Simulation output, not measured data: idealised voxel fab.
The following process module bears the name voxel gate over fins.
We display cut, a cross-section 170 nm in width whose square cells are each 5 nm.
In what follows, cross-sections appear as grids of square cells, described through bands that run from the top down, where every band is one or more rows of cells. Band entry format. Leading values: height of top, height of bottom, nm. Remainder: materials in left-to-right order, each with its width in nm. Special words: "edge to edge" on a single material, which then fills the band edge to edge; "empty", empty space. A quick word on heights: they are counted from 0, and under that level the wafer as it came to us is one material throughout. The lowest band is different from the rest in having no bottom; it simply continues downward, written as in "0 down". Read "30..40" as a graded width: first number on top, second number at the bottom, same change between each pair of neighbouring rows. When a step is marked "remains unaltered", none of the cells in the cross-section changed during that step. What "Trapped void list" gives you is every empty space of 8 cells or more that is cut off from the top. Each appears as width x height at distance, with the distance taken from the left edge and width, height and distance all in nm. Read whatever lies past the settings on a step's line as the simulator's own remark about the step. overlay nm: for a step with a mask, the amount by which the mask lay right of where it was planned; a negative amount means left of it.
Planned step list for the process
1) RECEIVE | material Si
2) CONFORMAL_DEP | material SiN | thk nm 10
3) DIRECTIONAL_DEP | material aC | thk nm 15
4) PATTERN | tone cover | mask id FINS | material resist | width nm 15 | pitch nm 45 | thk nm 30 | overlay nm 0
5) DIRECTIONAL_ETCH | etch materials aC | depth nm 15
6) STRIP | etch materials resist
7) DIRECTIONAL_ETCH | etch materials SiN | depth nm 10
8) DIRECTIONAL_ETCH | etch materials Si | depth nm 40
9) STRIP | etch materials aC
10) FILL_DEP | material SiO2 | thk nm 10
11) CMP | height nm 10
12) SELECTIVE_ETCH | etch materials SiO2 | depth nm 25
13) STRIP | etch materials SiN
14) CONFORMAL_DEP | material HfO2 | thk nm 5
15) CONFORMAL_DEP | material TiN | thk nm 5
16) CONFORMAL_DEP | material TiAl | thk nm 5
17) CONFORMAL_DEP | material TiN | thk nm 5
18) FILL_DEP | material W | thk nm 15
19) CMP | height nm 30
20) CONFORMAL_DEP | material SiCN | thk nm 10
This is the cross-section of the wafer as we received it, i.e. after step 1
	0 down  Si edge to edge
	Trapped void list: none
Cross-section at module end, one run error; start and plan unchanged from above
	40 to 30  SiCN edge to edge
	30 to 15  W edge to edge
	15 to 5  40 nm W  90 nm TiN  40 nm W
	5 to 0  40 nm W  10 nm TiN  25 nm HfO2  20 nm TiN  25 nm HfO2  10 nm TiN  40 nm W
	0 to -10  50 nm TiN  5 nm HfO2  15 nm Si  5 nm HfO2  20 nm TiN  5 nm HfO2  15 nm Si  5 nm HfO2  50 nm TiN
	-10 to -15  55 nm HfO2  15 nm Si  30 nm HfO2  15 nm Si  55 nm HfO2
	-15 to -40  55 nm SiO2  15 nm Si  30 nm SiO2  15 nm Si  55 nm SiO2
	-40 down  Si edge to edge
	Trapped void list: none
Here's what went sideways: execution of step 16 of the plan did not take place, the step having been omitted
